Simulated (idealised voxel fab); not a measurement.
Herein follows the process module entitled voxel capacitor over wiring.
Xsec cut, 220 nm wide, square cell size 5 nm.
This document writes a cross-section as a grid whose cells are square, and gives it as bands, listed from the top down; one or more rows of cells form a band. A band entry consists of two parts. The first gives the height of the band's top and the height of its bottom, in nm. The rest lists the band's materials from left to right, each with its width in nm. A single material labelled with the word "edge to edge" fills the band from edge to edge, and the word "empty" marks empty space. Below 0: as-received wafer, all one material; heights counted from there. Lowest band: no bottom, goes on down, written "0..down". The width entry "30..40" should be interpreted row by row: the top row of cells in the band takes the first number, the bottom row takes the second number, and the change between adjacent rows is uniform throughout. It should be understood that the words "no modifications", when stated for a given step, signify that the cross-section underwent no change in any of its cells during that step. "Fully sealed voids" enumerates empty spaces isolated from the top, with no open way to it, that contain at least 8 cells, giving each as width x height at distance from the left edge, all three in nm. It should be noted that, on the line of a given step, the content following the step's settings is a remark produced by the simulator itself with respect to that step. overlay nm: step with mask; distance mask lay right of planned place; negative value = left of planned place.

## Planned process steps
1. RECEIVE,material Si
2. CONFORMAL_DEP,material SiO2,thk nm 10
3. CONFORMAL_DEP,material SiN,thk nm 5
4. DIRECTIONAL_DEP,material SiO2,thk nm 15
5. PATTERN,tone open,mask id METAL_1,material resist,width nm 20,pitch nm 80,thk nm 20,overlay nm 0
6. DIRECTIONAL_ETCH,etch materials SiO2,depth nm 15
7. DIRECTIONAL_ETCH,etch materials SiN,depth nm 5
8. STRIP,etch materials resist
9. CONFORMAL_DEP,material TiN,thk nm 5
10. FILL_DEP,material Ru,thk nm 10
11. CMP,height nm 30
12. EPI,material Ru,thk nm 5
13. FILL_DEP,material SiCN,thk nm 5
14. DIRECTIONAL_DEP,material lowk,thk nm 20
15. DIRECTIONAL_DEP,material aC,thk nm 10
16. PATTERN,tone open,mask id PLUG_1,material resist,width nm 15,thk nm 25,overlay nm 0
17. DIRECTIONAL_ETCH,etch materials aC,depth nm 10
18. STRIP,etch materials resist
19. DIRECTIONAL_ETCH,etch materials lowk,depth nm 20
20. DIRECTIONAL_ETCH,etch materials SiCN,depth nm 5
21. STRIP,etch materials aC
22. EPI,material Ru,thk nm 10
23. EPI,material Ru,thk nm 10
24. EPI,material Ru,thk nm 5
25. DIRECTIONAL_DEP,material TiN,thk nm 5
26. DIRECTIONAL_DEP,material Al2O3,thk nm 5
27. DIRECTIONAL_DEP,material TiN,thk nm 5
28. DIRECTIONAL_DEP,material aC,thk nm 15
29. PATTERN,tone cover,mask id UPPER_PLATE,material resist,width nm 65,thk nm 35,overlay nm 0
30. DIRECTIONAL_ETCH,etch materials aC,depth nm 15
31. STRIP,etch materials resist
32. DIRECTIONAL_ETCH,etch materials TiN,depth nm 5
33. DIRECTIONAL_ETCH,etch materials Al2O3,depth nm 5
34. STRIP,etch materials aC
35. DIRECTIONAL_DEP,material aC,thk nm 15
36. PATTERN,tone cover,mask id LOWER_PLATE,material resist,width nm 75,thk nm 35,overlay nm 0
37. DIRECTIONAL_ETCH,etch materials aC,depth nm 15
38. STRIP,etch materials resist
39. DIRECTIONAL_ETCH,etch materials TiN,depth nm 5
40. STRIP,etch materials aC
41. FILL_DEP,material SiO2,thk nm 15
42. CMP,height nm 85
43. PATTERN,tone open,mask id PLUG_2,material resist,width nm 15,thk nm 15,overlay nm 0
44. DIRECTIONAL_ETCH,etch materials SiO2,depth nm 10
45. STRIP,etch materials resist
46. CONFORMAL_DEP,material TiN,thk nm 5
47. FILL_DEP,material Cu,thk nm 10
48. CMP,height nm 85
49. CONFORMAL_DEP,material SiN,thk nm 5

## Cross-section: wafer on arrival = after step 1
	0..down  Si edge to edge
	Fully sealed voids: none

## The cross-section shown corresponds to the wafer at the conclusion of the module. The initial structure and the process plan are those presented above; however, one mistake occurred in executing the plan
	85..80  SiN edge to edge
	80..70  75..65 SiO2  15..65 TiN  130..90 SiO2
	70..65  65 SiO2  65 Al2O3  90 SiO2
	65..60  60 SiO2  75 TiN  85 SiO2
	60..40  65 lowk  15 Ru  140 lowk
	40..35  65 SiCN  15 Ru  140 SiCN
	35..30  55 SiCN  30 Ru  50 SiCN  30 Ru  55 SiCN
	30..15  60 SiO2  5 TiN  10 Ru  5 TiN  60 SiO2  5 TiN  10 Ru  5 TiN  60 SiO2
	15..10  60 SiN  20 TiN  60 SiN  20 TiN  60 SiN
	10..0  SiO2 edge to edge
	0..down  Si edge to edge
	Fully sealed voids: none
Where did the run depart from the plan? planned and actual differ for step 48; actual: CMP,height nm 80
